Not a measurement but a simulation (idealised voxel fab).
Presented below is a process module, voxel ribs on slabs.
Xsec cut, 260 nm wide, square cell size 5 nm.
When this document writes out a cross-section, it uses a grid of square cells and lists it as bands, beginning at the top and moving down, with a band standing for one or more rows of cells.
Band: top height; bottom height; in nm. Then, left to right: material with width in nm, for each material. "full width": a single material spanning edge to edge. "air": empty space.
For the purposes of this specification, 0 denotes the height below which the wafer in its as-received condition is composed wholly of one material, and the lowermost band, lacking a lower limit, extends downward without end, as expressed in "z 0 and below".
So if you see something like "30 to 40" for the width, read it as the top row of the band sitting at the first number and the bottom row at the second, with every row in between moving by the same amount as the last.
"stayed the same" (step): cross-section cells unchanged, all of them.
Empty spaces without an open route to the top, at least 8 cells in extent, make up the entry "Internal closed voids"; each is given as width x height at distance, where the distance is measured from the left edge, and all are in nm.
What comes after the settings on a step's line is commentary from the simulator itself on that step.
overlay nm: mask offset rightward from planned place, masked step; negative means leftward offset.

**plan**
- 1: RECEIVE [material Si]
- 2: DIRECTIONAL_DEP [material SiO2] [thk nm 20]
- 3: DIRECTIONAL_DEP [material SiN] [thk nm 15]
- 4: PATTERN [tone cover] [mask id RIB] [material resist] [width nm 15] [thk nm 15] [overlay nm 0]
- 5: DIRECTIONAL_ETCH [etch materials SiN] [depth nm 5]
- 6: STRIP [etch materials resist]
- 7: DIRECTIONAL_DEP [material aC] [thk nm 10]
- 8: PATTERN [tone cover] [mask id SLAB] [material resist] [width nm 65] [thk nm 30] [overlay nm 0]
- 9: DIRECTIONAL_ETCH [etch materials aC] [depth nm 10]
- 10: STRIP [etch materials resist]
- 11: DIRECTIONAL_ETCH [etch materials SiN] [depth nm 10]
- 12: STRIP [etch materials aC]
- 13: FILL_DEP [material SiO2] [thk nm 15]
- 14: CMP [height nm 45]
- 15: DIRECTIONAL_DEP [material TiN] [thk nm 5]
- 16: DIRECTIONAL_DEP [material aC] [thk nm 10]
- 17: PATTERN [tone cover] [mask id HEATER] [material resist] [width nm 25] [thk nm 25] [overlay nm 0]
- 18: DIRECTIONAL_ETCH [etch materials aC] [depth nm 10]
- 19: STRIP [etch materials resist]
- 20: DIRECTIONAL_ETCH [etch materials TiN] [depth nm 5]
- 21: STRIP [etch materials aC]
- 22: CONFORMAL_DEP [material SiO2] [thk nm 10]

**Cross-section of the wafer at receipt, which is the condition after step 1**
z 0 and below = Si full width
Internal closed voids: none

**Wafer at module end, in section. Began as above, planned as above, run with one mistake**
z 60 to 55 = 105 of air | 45 of SiO2 | 110 of air
z 55 to 50 = SiO2 full width
z 50 to 45 = 115 of SiO2 | 25 of TiN | 120 of SiO2
z 45 to 30 = SiO2 full width
z 30 to 25 = 95 of SiN | 65 of SiO2 | 100 of SiN
z 25 to 20 = 95 of SiN | 25 of SiO2 | 15 of SiN | 25 of SiO2 | 100 of SiN
z 20 to 0 = SiO2 full width
z 0 and below = Si full width
Internal closed voids: none
Run error: not per plan at step 8, really ran PATTERN [tone open] [mask id SLAB] [material resist] [width nm 65] [thk nm 30] [overlay nm 0]
